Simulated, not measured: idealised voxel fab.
You're looking at the process module voxel wiring stack.
FYI the section here is cut, 190 nm wide, cells are 5 nm squares.
Reading order for cross-sections: top band down to bottom band. Underlying form: a grid of square cells. Band size: one or more rows of cells. Look at the band entry: it leads with the top's height and the bottom's height in nm. Then it lists the materials left to right, with a width in nm for each. The word "edge to edge" on a single material says that material fills the band edge to edge. The word "air" is empty space. Heights from 0 (as-received wafer is one material below). Bottom band endless downward, as "0 down". You'd read "30..40" like this: the band's top row of cells is as wide as the first number, its bottom row is as wide as the second, and going down, every row changes width by the same amount as the row before did. Any step labelled "changes: none" changed none of the cells in the cross-section. "Closed void list" specifies each empty space that is not open to the top and that occupies no fewer than 8 cells, using the form width x height at distance, the distance measured from the left edge and all three quantities in nm. Where a step's line continues beyond its settings, the continuation is a remark by the simulator itself on that step. "overlay nm" answers the question of how far to the right of plan the mask lay on a step that has a mask, and when it is negative the answer is to the left.
[Process steps (planned)]
1) RECEIVE,material Si
2) CONFORMAL_DEP,material SiO2,thk nm 10
3) CONFORMAL_DEP,material SiCN,thk nm 5
4) DIRECTIONAL_DEP,material SiO2,thk nm 20
5) DIRECTIONAL_DEP,material aC,thk nm 10
6) PATTERN,tone open,mask id METAL_1,material resist,width nm 20,pitch nm 40,thk nm 30,overlay nm 0
7) DIRECTIONAL_ETCH,etch materials aC,depth nm 10
8) STRIP,etch materials resist
9) DIRECTIONAL_ETCH,etch materials SiO2,depth nm 20
10) DIRECTIONAL_ETCH,etch materials SiCN,depth nm 5
11) STRIP,etch materials aC
12) CONFORMAL_DEP,material TiN,thk nm 5
13) FILL_DEP,material Cu,thk nm 5
14) CMP,height nm 35
15) CONFORMAL_DEP,material SiCN,thk nm 5
16) DIRECTIONAL_DEP,material SiO2,thk nm 30
17) DIRECTIONAL_DEP,material aC,thk nm 10
18) PATTERN,tone open,mask id METAL_2,material resist,width nm 15,pitch nm 40,thk nm 30,overlay nm 0
19) DIRECTIONAL_ETCH,etch materials aC,depth nm 10
20) STRIP,etch materials resist
21) DIRECTIONAL_ETCH,etch materials SiO2,depth nm 15
22) STRIP,etch materials aC
23) PATTERN,tone open,mask id METAL_2_HOLES,material resist,width nm 15,pitch nm 80,thk nm 20,overlay nm 0
24) DIRECTIONAL_ETCH,etch materials SiO2,depth nm 15
25) DIRECTIONAL_ETCH,etch materials SiCN,depth nm 5
26) STRIP,etch materials resist
27) CONFORMAL_DEP,material TiN,thk nm 5
28) FILL_DEP,material Ru,thk nm 10
29) CMP,height nm 70
30) CONFORMAL_DEP,material SiN,thk nm 5
Wafer-to-wafer difference: width nm, step 18. Common start. Plan = first wafer's value.
[After step 1, as received: first of several wafers, cross-section]
0 down: Si edge to edge
Closed void list: none
[Take a look at the first of several wafers in cross-section: the module is done, and step 30 was its last step]
75 to 70: SiN edge to edge
70 to 60: SiO2 25 / TiN 5 / Ru 10 / TiN 5 / SiO2 25 / TiN 5 / Ru 5 / TiN 5 / SiO2 20 / TiN 5 / Ru 10 / TiN 5 / SiO2 25 / TiN 5 / Ru 5 / TiN 5 / SiO2 25
60 to 55: SiO2 25 / TiN 20 / SiO2 25 / TiN 15 / SiO2 20 / TiN 20 / SiO2 25 / TiN 15 / SiO2 25
55 to 40: SiO2 30 / TiN 10 / SiO2 70 / TiN 10 / SiO2 70
40 to 35: SiCN 30 / TiN 10 / SiCN 70 / TiN 10 / SiCN 70
35 to 15: SiO2 25 / TiN 5 / Cu 10 / TiN 5 / SiO2 20 / TiN 5 / Cu 10 / TiN 5 / SiO2 20 / TiN 5 / Cu 10 / TiN 5 / SiO2 20 / TiN 5 / Cu 10 / TiN 5 / SiO2 25
15 to 10: SiCN 25 / TiN 20 / SiCN 20 / TiN 20 / SiCN 20 / TiN 20 / SiCN 20 / TiN 20 / SiCN 25
10 to 0: SiO2 edge to edge
0 down: Si edge to edge
Closed void list: none
[Of the several wafers, the last: cross-section at the end of the module]
75 to 70: SiN edge to edge
70 to 60: SiO2 25 / TiN 5 / Ru 15 / TiN 5 / SiO2 15 / TiN 5 / Ru 15 / TiN 5 / SiO2 15 / TiN 5 / Ru 15 / TiN 5 / SiO2 15 / TiN 5 / Ru 15 / TiN 5 / SiO2 20
60 to 55: SiO2 25 / TiN 5 / Ru 5 / TiN 15 / SiO2 15 / TiN 25 / SiO2 15 / TiN 5 / Ru 5 / TiN 15 / SiO2 15 / TiN 25 / SiO2 20
55 to 40: SiO2 25 / TiN 5 / Ru 5 / TiN 5 / SiO2 65 / TiN 5 / Ru 5 / TiN 5 / SiO2 70
40 to 35: SiCN 25 / TiN 15 / SiCN 65 / TiN 15 / SiCN 70
35 to 15: SiO2 25 / TiN 5 / Cu 10 / TiN 5 / SiO2 20 / TiN 5 / Cu 10 / TiN 5 / SiO2 20 / TiN 5 / Cu 10 / TiN 5 / SiO2 20 / TiN 5 / Cu 10 / TiN 5 / SiO2 25
15 to 10: SiCN 25 / TiN 20 / SiCN 20 / TiN 20 / SiCN 20 / TiN 20 / SiCN 20 / TiN 20 / SiCN 25
10 to 0: SiO2 edge to edge
0 down: Si edge to edge
Closed void list: none
[Basically each wafer gets a line in the table, showing it at the end of the module: material by material, the cells it gained (+) or lost (-) since we got it, then its closed voids]
width nm 15 | +32 Cu | +12 Ru | +56 SiCN | +38 SiN | +338 SiO2 | +94 TiN | Closed void list: none
width nm 20 | +32 Cu | +24 Ru | +54 SiCN | +38 SiN | +326 SiO2 | +96 TiN | Closed void list: none
width nm 25 | +32 Cu | +32 Ru | +54 SiCN | +38 SiN | +314 SiO2 | +100 TiN | Closed void list: none
